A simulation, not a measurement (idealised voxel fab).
The process module presented herein is designated voxel fin reveal.
Section cut is 180 nm wide and gridded with 5 nm square cells.
We lay out every cross-section as a grid of square cells and spell it out in bands from the top down, where one band means one or more rows of cells. Read a band's entry like this: the first values are the height of its top and the height of its bottom in nm, and what follows is the sequence of materials from left to right, each with its width in nm. Note that "air" is empty space, and that a single material marked "all across" reaches across the band from edge to edge. Beneath 0, the wafer as received is one material, and that level is where height counting begins. The lowest band goes on downward without a bottom; it is written like "0 -> down". Read "30 to 40" as a graded width: first number on top, second number at the bottom, same change between each pair of neighbouring rows. Where the words "no change occurred" appear for a step, the cross-section shows no cell changed by that step; every cell remained as before. You'll see "Fully sealed voids" listing empty spaces that have no way open to the top, as long as they're 8 cells or more; the notation is width x height at distance, where the distance is from the left edge, and all of it is in nm. Anything after a step's settings on that line? It's the simulator's own note about the step. You can add "overlay nm" to a step's line. For a step with a mask, it describes how far the mask lay to the right of its planned position, and a negative number describes a lay to the left.
-- This section lists the process steps that were planned
| 1 | RECEIVE [material Si] |
| 2 | CONFORMAL_DEP [material SiN] [thk nm 10] |
| 3 | MASKED_ETCH [tone cover] [mask id FINS] [width nm 15] [pitch nm 40] [etch materials SiN] [depth nm 10] [overlay nm 0] |
| 4 | MASKED_ETCH [tone cover] [mask id FINS] [width nm 15] [pitch nm 40] [etch materials Si] [depth nm 35] [overlay nm 0] |
| 5 | OXIDIZE [depth nm 5] |
| 6 | FILL_DEP [material SiO2] [thk nm 5] |
| 7 | CMP [height nm 10] |
| 8 | SELECTIVE_ETCH [etch materials SiO2] [depth nm 15] |
| 9 | STRIP [etch materials SiN] |
| 10 | CONFORMAL_DEP [material HfO2] [thk nm 5] |
Where the wafers of this document differ is in the depth nm of step 8; they start out the same, and the plan states the value that applied to the first wafer.
-- As received, i.e. after step 1: cross-section through the first of several wafers
0 -> down: Si all across
Fully sealed voids: none
-- each wafer at the end: cells of each material gained (+) or lost (-) since it was received, then its closed voids
depth nm 15; +40 HfO2; -272 Si; +238 SiO2; Fully sealed voids: none
depth nm 20; +44 HfO2; -272 Si; +204 SiO2; Fully sealed voids: none
depth nm 25; +48 HfO2; -272 Si; +170 SiO2; Fully sealed voids: none
depth nm 30; +52 HfO2; -272 Si; +136 SiO2; Fully sealed voids: none
depth nm 35; +56 HfO2; -272 Si; +102 SiO2; Fully sealed voids: none
depth nm 40; +60 HfO2; -272 Si; +68 SiO2; Fully sealed voids: none
